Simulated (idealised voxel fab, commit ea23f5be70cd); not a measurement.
The following process module bears the name voxel double patterning.
Shown is cross-section cut, with a width of 290 nm and square cells of size 5 nm.
A cross-section in this document is a grid of square cells, and it is written down as bands, the top band listed before the ones below it; a band is made up of one or more rows of cells.
Read a band's entry like this: the first values are the height of its top and the height of its bottom in nm, and what follows is the sequence of materials from left to right, each with its width in nm. Note that "air" is empty space, and that a single material marked "all across" reaches across the band from edge to edge.
Height is counted from the level 0, under which the received wafer is composed throughout of one material. The lowest of the bands is not closed at the bottom but continues downward, in the notation "z 0 and below".
Read "30->40" as a graded width: first number on top, second number at the bottom, same change between each pair of neighbouring rows.
What does "no change" mean for a step? It means no cell of the cross-section changed in that step.
What "Internal closed voids" gives you is every empty space of 8 cells or more that is cut off from the top. Each appears as width x height at distance, with the distance taken from the left edge and width, height and distance all in nm.
The remark found on a step's line after its settings is issued by the simulator itself and pertains to that step.
overlay nm: mask right of planned place by this much (step with mask). Neg. = left.

Below is the list of planned process steps
1 RECEIVE | material Si
2 CONFORMAL_DEP | material SiN | thk nm 5
3 DIRECTIONAL_DEP | material SiO2 | thk nm 15
4 DIRECTIONAL_DEP | material SiCN | thk nm 5
5 DIRECTIONAL_DEP | material aC | thk nm 10
6 PATTERN | tone open | mask id FIRST | material resist | width nm 15 | pitch nm 50 | thk nm 30 | overlay nm 0
7 DIRECTIONAL_ETCH | etch materials aC | depth nm 10
8 STRIP | etch materials resist
9 DIRECTIONAL_ETCH | etch materials SiCN | depth nm 5
10 STRIP | etch materials aC
11 PATTERN | tone open | mask id SECOND | material resist | width nm 15 | thk nm 20 | overlay nm 0
12 DIRECTIONAL_ETCH | etch materials SiCN | depth nm 5
13 STRIP | etch materials resist
14 DIRECTIONAL_ETCH | etch materials SiO2 | depth nm 15
15 STRIP | etch materials SiCN

On the first of the two wafers: run conducted according to plan

Wafer at receipt (post step 1), cross-section
- z 0 and below = Si all across
- Internal closed voids: none

Cross-sectional representation of the wafer at the conclusion of step 2
- z 5 to 0 = SiN all across
- Beneath the level 0, the cross-section is identical to its previous state.

Cross-sectional representation of the wafer at the conclusion of step 3
- z 20 to 5 = SiO2 all across
- Beneath the level 5, the cross-section is identical to its previous state.

Cross-sectional representation of the wafer at the conclusion of step 4
- z 25 to 20 = SiCN all across
- Beneath the level 20, the cross-section is identical to its previous state.

Cross-sectional representation of the wafer at the conclusion of step 5
- z 35 to 25 = aC all across
- Beneath the level 25, the cross-section is identical to its previous state.

Cross-sectional representation of the wafer at the conclusion of step 6
- z 65 to 35 = 110 of resist  15 of air  35 of resist  15 of air  115 of resist
- Beneath the level 35, the cross-section is identical to its previous state.

Cross-sectional representation of the wafer at the conclusion of step 7
- z 55 to 35 = 110 of resist  15 of air  35 of resist  15 of air  115 of resist
- z 35 to 25 = 110 of aC  15 of air  35 of aC  15 of air  115 of aC
- Beneath the level 25, the cross-section is identical to its previous state.

Cross-sectional representation of the wafer at the conclusion of step 8
- z 35 to 25 = 110 of aC  15 of air  35 of aC  15 of air  115 of aC
- Beneath the level 25, the cross-section is identical to its previous state.

Cross-sectional representation of the wafer at the conclusion of step 9
- z 35 to 25 = 110 of aC  15 of air  35 of aC  15 of air  115 of aC
- z 25 to 20 = 110 of SiCN  15 of air  35 of SiCN  15 of air  115 of SiCN
- Beneath the level 20, the cross-section is identical to its previous state.

Cross-sectional representation of the wafer at the conclusion of step 10
- z 25 to 20 = 110 of SiCN  15 of air  35 of SiCN  15 of air  115 of SiCN
- Beneath the level 20, the cross-section is identical to its previous state.

Cross-sectional representation of the wafer at the conclusion of step 11
- z 45 to 25 = 135 of resist  15 of air  140 of resist
- z 25 to 20 = 110 of SiCN  15 of resist  35 of SiCN  15 of resist  115 of SiCN
- Beneath the level 20, the cross-section is identical to its previous state.

Cross-sectional representation of the wafer at the conclusion of step 12
- z 45 to 25 = 135 of resist  15 of air  140 of resist
- z 25 to 20 = 110 of SiCN  15 of resist  10 of SiCN  15 of air  10 of SiCN  15 of resist  115 of SiCN
- Beneath the level 20, the cross-section is identical to its previous state.

Cross-sectional representation of the wafer at the conclusion of step 13
- z 25 to 20 = 110 of SiCN  15 of air  10 of SiCN  15 of air  10 of SiCN  15 of air  115 of SiCN
- Beneath the level 20, the cross-section is identical to its previous state.

Cross-sectional representation of the wafer at the conclusion of step 14
- z 25 to 20 = 110 of SiCN  15 of air  10 of SiCN  15 of air  10 of SiCN  15 of air  115 of SiCN
- z 20 to 5 = 110 of SiO2  15 of air  10 of SiO2  15 of air  10 of SiO2  15 of air  115 of SiO2
- Beneath the level 5, the cross-section is identical to its previous state.

Cross-sectional representation of the wafer at the conclusion of step 15
- z 20 to 5 = 110 of SiO2  15 of air  10 of SiO2  15 of air  10 of SiO2  15 of air  115 of SiO2
- Beneath the level 5, the cross-section is identical to its previous state.

Second wafer - shared start and plan with the first - one error in running - same as the first up to step 5 inclusive

Cross-sectional view of the second wafer at the intended end time of process step 6
- z 65 to 35 = 105 of resist  15 of air  35 of resist  15 of air  120 of resist
- Beneath the level 35, the cross-section is identical to its previous state.

Cross-sectional view of the second wafer at the intended end time of process step 7
- z 55 to 35 = 105 of resist  15 of air  35 of resist  15 of air  120 of resist
- z 35 to 25 = 105 of aC  15 of air  35 of aC  15 of air  120 of aC
- Beneath the level 25, the cross-section is identical to its previous state.

Cross-sectional view of the second wafer at the intended end time of process step 8
- z 35 to 25 = 105 of aC  15 of air  35 of aC  15 of air  120 of aC
- Beneath the level 25, the cross-section is identical to its previous state.

Cross-sectional view of the second wafer at the intended end time of process step 9
- z 35 to 25 = 105 of aC  15 of air  35 of aC  15 of air  120 of aC
- z 25 to 20 = 105 of SiCN  15 of air  35 of SiCN  15 of air  120 of SiCN
- Beneath the level 20, the cross-section is identical to its previous state.

Cross-sectional view of the second wafer at the intended end time of process step 10
- z 25 to 20 = 105 of SiCN  15 of air  35 of SiCN  15 of air  120 of SiCN
- Beneath the level 20, the cross-section is identical to its previous state.

Cross-sectional view of the second wafer at the intended end time of process step 11
- z 45 to 25 = 135 of resist  15 of air  140 of resist
- z 25 to 20 = 105 of SiCN  15 of resist  35 of SiCN  15 of resist  120 of SiCN
- Beneath the level 20, the cross-section is identical to its previous state.

Cross-sectional view of the second wafer at the intended end time of process step 12
- z 45 to 25 = 135 of resist  15 of air  140 of resist
- z 25 to 20 = 105 of SiCN  15 of resist  15 of SiCN  15 of air  5 of SiCN  15 of resist  120 of SiCN
- Beneath the level 20, the cross-section is identical to its previous state.

Cross-sectional view of the second wafer at the intended end time of process step 13
- z 25 to 20 = 105 of SiCN  15 of air  15 of SiCN  15 of air  5 of SiCN  15 of air  120 of SiCN
- Beneath the level 20, the cross-section is identical to its previous state.

Cross-sectional view of the second wafer at the intended end time of process step 14
- z 25 to 20 = 105 of SiCN  15 of air  15 of SiCN  15 of air  5 of SiCN  15 of air  120 of SiCN
- z 20 to 5 = 105 of SiO2  15 of air  15 of SiO2  15 of air  5 of SiO2  15 of air  120 of SiO2
- Beneath the level 5, the cross-section is identical to its previous state.

Cross-sectional view of the second wafer at the intended end time of process step 15
- z 20 to 5 = 105 of SiO2  15 of air  15 of SiO2  15 of air  5 of SiO2  15 of air  120 of SiO2
- Beneath the level 5, the cross-section is identical to its previous state.
Against the plan, the run slipped here: off-plan run, step 6, actual operation and settings PATTERN | tone open | mask id FIRST | material resist | width nm 15 | pitch nm 50 | thk nm 30 | overlay nm -5
The concluding comparison shows that, measured in cells, each material is equally abundant on both wafers, albeit at different positions.
